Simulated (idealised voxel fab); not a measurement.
The process module that follows is named voxel self aligned vias.
225 nm wide, 5 nm square cells: that's cross-section cut.
A cross-section is written here as square cells arranged in a grid, and it is given in bands from the top down, each band taking up one or more rows of cells.
First you get the band's top height and its bottom height, in nm, and then the materials it's made of, left to right, with each width in nm. If you see a single material with "everywhere", that one covers the band edge to edge. "blank" is empty space.
Below 0: as-received wafer, all one material; heights counted from there. Lowest band: no bottom, goes on down, written "0 -> down".
The expression "30->40" gives the width at the extremes of the band, the first number at its top row of cells and the second at its bottom row, with the width changing by equal amounts from each row to the next in between.
Basically "stayed the same" means that step didn't change any cell in the cross-section.
The label "Closed void inventory" introduces a list of the empty spaces, 8 cells or larger, that have no open way up to the top; each entry in it reads width x height at distance, where the distance is taken from the left edge and all three are stated in nm.
Whatever follows a step's settings on its line is a remark the simulator itself makes about that step.
overlay nm: mask right of planned place by this much (step with mask). Neg. = left.

### Planned process steps
| 1 | RECEIVE,material Si |
| 2 | CONFORMAL_DEP,material SiO2,thk nm 10 |
| 3 | CONFORMAL_DEP,material SiCN,thk nm 5 |
| 4 | DIRECTIONAL_DEP,material lowk,thk nm 20 |
| 5 | PATTERN,tone open,mask id LINES,material resist,width nm 20,pitch nm 60,thk nm 15,overlay nm 0 |
| 6 | DIRECTIONAL_ETCH,etch materials lowk,depth nm 20 |
| 7 | STRIP,etch materials resist |
| 8 | CONFORMAL_DEP,material TiN,thk nm 5 |
| 9 | FILL_DEP,material W,thk nm 5 |
| 10 | CMP,height nm 35 |
| 11 | SELECTIVE_ETCH,etch materials W Ru TiN,depth nm 5 |
| 12 | FILL_DEP,material SiN,thk nm 10 |
| 13 | CMP,height nm 35 |
| 14 | DIRECTIONAL_DEP,material lowk,thk nm 15 |
| 15 | DIRECTIONAL_DEP,material aC,thk nm 15 |
| 16 | PATTERN,tone open,mask id VIAS,material resist,width nm 40,pitch nm 60,thk nm 30,overlay nm 0 |
| 17 | DIRECTIONAL_ETCH,etch materials aC,depth nm 15 |
| 18 | STRIP,etch materials resist |
| 19 | DIRECTIONAL_ETCH,etch materials lowk,depth nm 15 |
| 20 | DIRECTIONAL_ETCH,etch materials SiN,depth nm 5 |
| 21 | STRIP,etch materials aC |
| 22 | CONFORMAL_DEP,material TiN,thk nm 5 |
| 23 | FILL_DEP,material Cu,thk nm 5 |
| 24 | CMP,height nm 50 |
| 25 | CONFORMAL_DEP,material SiN,thk nm 5 |

### As-received wafer cross-section (after step 1)
    0 -> down  Si everywhere
    Closed void inventory: none

### One mistake in running the module, otherwise start and plan as above: cross-section at the end
    55 -> 50  SiN everywhere
    50 -> 35  60 nm lowk, then 5 nm TiN, then 30 nm Cu, then 5 nm TiN, then 20 nm lowk, then 5 nm TiN, then 30 nm Cu, then 5 nm TiN, then 65 nm lowk
    35 -> 30  60 nm SiN, then 40 nm TiN, then 20 nm SiN, then 40 nm TiN, then 65 nm SiN
    30 -> 15  70 nm lowk, then 5 nm TiN, then 10 nm W, then 5 nm TiN, then 40 nm lowk, then 5 nm TiN, then 10 nm W, then 5 nm TiN, then 75 nm lowk
    15 -> 10  70 nm lowk, then 20 nm TiN, then 40 nm lowk, then 20 nm TiN, then 75 nm lowk
    10 -> 0  SiO2 everywhere
    0 -> down  Si everywhere
    Closed void inventory: none
Nonconformance to the process plan: step 3 of the plan: omitted, not performed
